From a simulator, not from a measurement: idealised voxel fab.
The process module presented herein is designated voxel lift off.
Cross-section cut: width 145 nm, square cells of 5 nm.
A cross-section is written here as square cells arranged in a grid, and it is given in bands from the top down, each band taking up one or more rows of cells. Basically the band line says how high the top is and how high the bottom is, in nm, and then what's in it from left to right, every material with its width in nm. Empty space shows up as "blank", and if a single material carries "all across" it runs the full band edge to edge. Basically, 0 is our baseline, since under it the wafer straight out of the box is all one material. The bottom band has no lower end and keeps on going down, so it looks like "0..down". Width spec "30->40" -> top row of cells at first value, bottom row at second value, equal per-row change in between. Given "no alterations made" for a step, no cell of the cross-section differs between before and after that step. Under "Fully sealed voids" you'll find the enclosed gaps, the ones with no way out to the top, that are 8 cells or bigger; each reads width x height at distance, with distance counted from the left edge, everything in nm. Where a step's line continues beyond its settings, the continuation is a remark by the simulator itself on that step. Regarding "overlay nm": on a step with a mask, it is the distance the mask lay to the right of its planned place; a negative value places it to the left.

The planned process steps are enumerated hereunder
1: RECEIVE, material Si
2: CONFORMAL_DEP, material SiN, thk nm 15
3: PATTERN, tone open, mask id LINES, material resist, width nm 15, pitch nm 30, thk nm 25, overlay nm 0
4: DIRECTIONAL_DEP, material Ru, thk nm 10
5: STRIP, etch materials resist
6: CONFORMAL_DEP, material SiO2, thk nm 10

Wafer as received: cross-section following step 1
    0..down | Si all across
    Fully sealed voids: none

Final cross-section, module run with one mistake (start and plan as above)
    35..25 | blank 10 nm | SiO2 125 nm | blank 10 nm
    25..15 | SiO2 20 nm | SiN 15 nm | SiO2 15 nm | SiN 15 nm | SiO2 15 nm | SiN 15 nm | SiO2 15 nm | SiN 15 nm | SiO2 20 nm
    15..0 | SiN all across
    0..down | Si all across
    Fully sealed voids: none
Diagnosis: step 4 went in with a setting other than planned; the actual run was DIRECTIONAL_DEP, material SiN, thk nm 10
